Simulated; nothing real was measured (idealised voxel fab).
process module | voxel transistor to metal
cross-section cut | 215 nm wide | cells 5 nm
A cross-section is a grid of square cells, given in bands from the top down. A band is one or more rows of cells.
Each band's line starts with the height of the band's top and of its bottom, in nm. Then come its materials from left to right, each with its width in nm. One material with "throughout" fills the band from edge to edge. "air" is empty space.
Height 0 is the level under which the wafer as received is all one material. The lowest band goes on downwards, as in "0 down".
A width such as "30 to 40" changes by the same amount from each row of cells to the next, from the band's top row to its bottom row.
"no change" after a step means that no cell of the cross-section changed.
closed voids: empty space of 8 cells or more with no open way to the top, each as width x height at its distance from the left edge, in nm
after a step's settings: what the simulator itself notes on the step
overlay nm, on a step with a mask: how far to the right of its planned place the mask lay; to the left if negative
plan
1 op RECEIVE | material Si
2 op CONFORMAL_DEP | material SiO2 | thk nm 5
3 op CONFORMAL_DEP | material SiN | thk nm 15
4 op MASKED_ETCH | tone cover | mask id ACTIVE | width nm 100 | etch materials SiN | depth nm 15 | overlay nm 0
5 op MASKED_ETCH | tone cover | mask id ACTIVE | width nm 100 | etch materials SiO2 | depth nm 5 | overlay nm 0
6 op MASKED_ETCH | tone cover | mask id ACTIVE | width nm 100 | etch materials Si | depth nm 20 | overlay nm 0
7 op OXIDIZE | depth nm 5
8 op FILL_DEP | material SiO2 | thk nm 10
9 op CMP | height nm 20
10 op SELECTIVE_ETCH | etch materials SiO2 | depth nm 10
11 op STRIP | etch materials SiN
12 op SELECTIVE_ETCH | etch materials SiO2 | depth nm 5
13 op OXIDIZE | depth nm 5
14 op DIRECTIONAL_DEP | material polySi | thk nm 30
15 op DIRECTIONAL_DEP | material SiCN | thk nm 15
16 op DIRECTIONAL_DEP | material aC | thk nm 10
17 op PATTERN | tone cover | mask id GATE | material resist | width nm 20 | thk nm 25 | overlay nm 0
18 op DIRECTIONAL_ETCH | etch materials aC | depth nm 10
19 op STRIP | etch materials resist
20 op DIRECTIONAL_ETCH | etch materials SiCN | depth nm 25
21 op DIRECTIONAL_ETCH | etch materials polySi | depth nm 40
22 op STRIP | etch materials aC
23 op CONFORMAL_DEP | material SiO2 | thk nm 5
24 op DIRECTIONAL_ETCH | etch materials SiO2 | depth nm 5
25 op CONFORMAL_DEP | material SiN | thk nm 10
26 op DIRECTIONAL_ETCH | etch materials SiN | depth nm 10
27 op DIRECTIONAL_ETCH | etch materials SiO2 | depth nm 5
28 op EPI | material SiGe | thk nm 5
29 op FILL_DEP | material SiO2 | thk nm 10
30 op CMP | height nm 45
31 op DIRECTIONAL_DEP | material SiO2 | thk nm 15
32 op DIRECTIONAL_DEP | material aC | thk nm 10
33 op PATTERN | tone open | mask id CONTACT | material resist | width nm 30 | pitch nm 60 | thk nm 30 | overlay nm 0
34 op DIRECTIONAL_ETCH | etch materials aC | depth nm 10
35 op STRIP | etch materials resist
36 op DIRECTIONAL_ETCH | etch materials SiO2 | depth nm 60
37 op STRIP | etch materials aC
38 op CONFORMAL_DEP | material TiN | thk nm 5
39 op FILL_DEP | material Ru | thk nm 5
40 op CMP | height nm 60
41 op DIRECTIONAL_DEP | material TiN | thk nm 5
42 op DIRECTIONAL_DEP | material Ru | thk nm 15
43 op MASKED_ETCH | tone cover | mask id METAL_1 | width nm 20 | pitch nm 70 | etch materials Ru | depth nm 15 | overlay nm 0
44 op MASKED_ETCH | tone cover | mask id METAL_1 | width nm 20 | pitch nm 70 | etch materials TiN | depth nm 5 | overlay nm 0
45 op CONFORMAL_DEP | material SiN | thk nm 5
46 op FILL_DEP | material lowk | thk nm 5
47 op CMP | height nm 80
48 op CONFORMAL_DEP | material SiCN | thk nm 5
49 op DIRECTIONAL_DEP | material SiO2 | thk nm 25
50 op MASKED_ETCH | tone open | mask id METAL_2 | width nm 20 | pitch nm 70 | etch materials SiO2 | depth nm 15 | overlay nm 0
51 op MASKED_ETCH | tone open | mask id METAL_2_HOLES | width nm 15 | pitch nm 70 | etch materials SiO2 | depth nm 10 | overlay nm 0
52 op MASKED_ETCH | tone open | mask id METAL_2_HOLES | width nm 15 | pitch nm 70 | etch materials SiCN | depth nm 5 | overlay nm 0
53 op CONFORMAL_DEP | material TiN | thk nm 5
54 op FILL_DEP | material Cu | thk nm 5
55 op CMP | height nm 110
56 op CONFORMAL_DEP | material SiCN | thk nm 5
as received, after step 1
  0 down: Si throughout
  closed voids: none
first wafer at the end, as planned
  115 to 110: SiCN throughout
  110 to 100: SiO2 60 | TiN 5 | Cu 10 | TiN 5 | SiO2 50 | TiN 5 | Cu 10 | TiN 5 | SiO2 65
  100 to 95: SiO2 60 | TiN 5 | Cu 5 | TiN 10 | SiO2 50 | TiN 5 | Cu 5 | TiN 10 | SiO2 65
  95 to 85: SiO2 60 | TiN 5 | Cu 5 | TiN 5 | SiO2 55 | TiN 5 | Cu 5 | TiN 5 | SiO2 70
  85 to 80: SiCN 60 | TiN 15 | SiCN 55 | TiN 15 | SiCN 70
  80 to 65: lowk 55 | SiN 5 | Ru 20 | SiN 5 | lowk 40 | SiN 5 | Ru 20 | SiN 5 | lowk 60
  65 to 60: SiN 60 | TiN 20 | SiN 50 | TiN 20 | SiN 65
  60 to 50: SiO2 60 | TiN 5 | Ru 20 | TiN 5 | SiO2 30 | TiN 5 | Ru 20 | TiN 5 | SiO2 65
  50 to 45: SiO2 60 | TiN 5 | Ru 10 | TiN 15 | SiO2 30 | TiN 15 | Ru 10 | TiN 5 | SiO2 65
  45 to 30: SiO2 60 | TiN 5 | Ru 10 | TiN 5 | SiN 10 | SiO2 5 | SiCN 20 | SiO2 5 | SiN 10 | TiN 5 | Ru 10 | TiN 5 | SiO2 65
  30 to 10: SiO2 60 | TiN 5 | Ru 10 | TiN 5 | SiN 10 | SiO2 5 | polySi 20 | SiO2 5 | SiN 10 | TiN 5 | Ru 10 | TiN 5 | SiO2 65
  10 to 5: SiO2 60 | TiN 10 | Ru 5 | TiN 5 | SiN 10 | SiO2 5 | polySi 20 | SiO2 5 | SiN 10 | TiN 5 | Ru 5 | TiN 10 | SiO2 65
  5 to 0: SiO2 55 | SiN 10 | TiN 15 | SiN 10 | SiO2 5 | polySi 20 | SiO2 5 | SiN 10 | TiN 15 | SiN 10 | SiO2 60
  0 to -5: SiO2 65 | SiGe 15 | SiO2 50 | SiGe 15 | SiO2 70
  -5 to -25: SiO2 60 | Si 90 | SiO2 65
  -25 down: Si throughout
  closed voids: none
second wafer at the end: like start, like plan, one mistake
  115 to 110: SiCN throughout
  110 to 100: SiO2 60 | TiN 5 | Cu 10 | TiN 5 | SiO2 50 | TiN 5 | Cu 10 | TiN 5 | SiO2 65
  100 to 95: SiO2 60 | TiN 5 | Cu 5 | TiN 10 | SiO2 50 | TiN 5 | Cu 5 | TiN 10 | SiO2 65
  95 to 85: SiO2 60 | TiN 5 | Cu 5 | TiN 5 | SiO2 55 | TiN 5 | Cu 5 | TiN 5 | SiO2 70
  85 to 80: SiCN 60 | TiN 15 | SiCN 55 | TiN 15 | SiCN 70
  80 to 65: lowk 55 | SiN 5 | Ru 20 | SiN 5 | lowk 40 | SiN 5 | Ru 20 | SiN 5 | lowk 60
  65 to 60: SiN 60 | TiN 20 | SiN 50 | TiN 20 | SiN 65
  60 to 50: SiO2 60 | TiN 5 | Ru 20 | TiN 5 | SiO2 30 | TiN 5 | Ru 20 | TiN 5 | SiO2 65
  50 to 45: SiO2 60 | TiN 5 | Ru 10 | TiN 15 | SiO2 30 | TiN 15 | Ru 10 | TiN 5 | SiO2 65
  45 to 30: SiO2 60 | TiN 5 | Ru 10 | TiN 5 | SiN 10 | SiO2 5 | SiCN 20 | SiO2 5 | SiN 10 | TiN 5 | Ru 10 | TiN 5 | SiO2 65
  30 to 10: SiO2 60 | TiN 5 | Ru 10 | TiN 5 | SiN 10 | SiO2 5 | polySi 20 | SiO2 5 | SiN 10 | TiN 5 | Ru 10 | TiN 5 | SiO2 65
  10 to 5: SiO2 60 | TiN 20 | SiN 10 | SiO2 5 | polySi 20 | SiO2 5 | SiN 10 | TiN 5 | Ru 10 | TiN 5 | SiO2 65
  5 to 0: SiO2 60 | SiN 10 | TiN 10 | SiN 10 | SiO2 5 | polySi 20 | SiO2 5 | SiN 10 | TiN 20 | SiN 10 | SiO2 55
  0 to -5: SiO2 70 | SiGe 10 | SiO2 50 | SiGe 20 | SiO2 65
  -5 to -25: SiO2 60 | Si 95 | SiO2 60
  -25 down: Si throughout
  closed voids: none
what went wrong: step 4 ran as: op MASKED_ETCH | tone cover | mask id ACTIVE | width nm 100 | etch materials SiN | depth nm 15 | overlay nm 5
at the end the second wafer has, in cells: 4 more of Si | 4 fewer of SiO2
